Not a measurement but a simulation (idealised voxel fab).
process module | voxel double patterning
cross-section cut | 165 nm wide | cells 5 nm
A cross-section is a grid of square cells, given in bands from the top down. A band is one or more rows of cells.
Each band's line starts with the height of the band's top and of its bottom, in nm. Then come its materials from left to right, each with its width in nm. One material with "throughout" fills the band from edge to edge. "air" is empty space.
Height 0 is the level under which the wafer as received is all one material. The lowest band goes on downwards, as in "0 down".
A width such as "30 to 40" changes by the same amount from each row of cells to the next, from the band's top row to its bottom row.
"no change" after a step means that no cell of the cross-section changed.
closed voids: empty space of 8 cells or more with no open way to the top, each as width x height at its distance from the left edge, in nm
after a step's settings: what the simulator itself notes on the step
overlay nm, on a step with a mask: how far to the right of its planned place the mask lay; to the left if negative
plan
1 op RECEIVE | material Si
2 op CONFORMAL_DEP | material SiO2 | thk nm 10
3 op DIRECTIONAL_DEP | material TiN | thk nm 20
4 op DIRECTIONAL_DEP | material SiCN | thk nm 5
5 op DIRECTIONAL_DEP | material aC | thk nm 15
6 op PATTERN | tone open | mask id FIRST | material resist | width nm 15 | pitch nm 50 | thk nm 35 | overlay nm 0
7 op DIRECTIONAL_ETCH | etch materials aC | depth nm 15
8 op STRIP | etch materials resist
9 op DIRECTIONAL_ETCH | etch materials SiCN | depth nm 5
10 op STRIP | etch materials aC
11 op PATTERN | tone open | mask id SECOND | material resist | width nm 15 | pitch nm 50 | thk nm 20 | overlay nm 0
12 op DIRECTIONAL_ETCH | etch materials SiCN | depth nm 5
13 op STRIP | etch materials resist
14 op DIRECTIONAL_ETCH | etch materials TiN | depth nm 20
15 op STRIP | etch materials SiCN
as received, after step 1
  0 down: Si throughout
  closed voids: none
a wafer at the end: this start, this plan, one mistake
  30 to 20: SiO2 throughout
  20 to 0: TiN throughout
  0 down: Si throughout
  closed voids: none
what went wrong: steps 2 and 3 were swapped
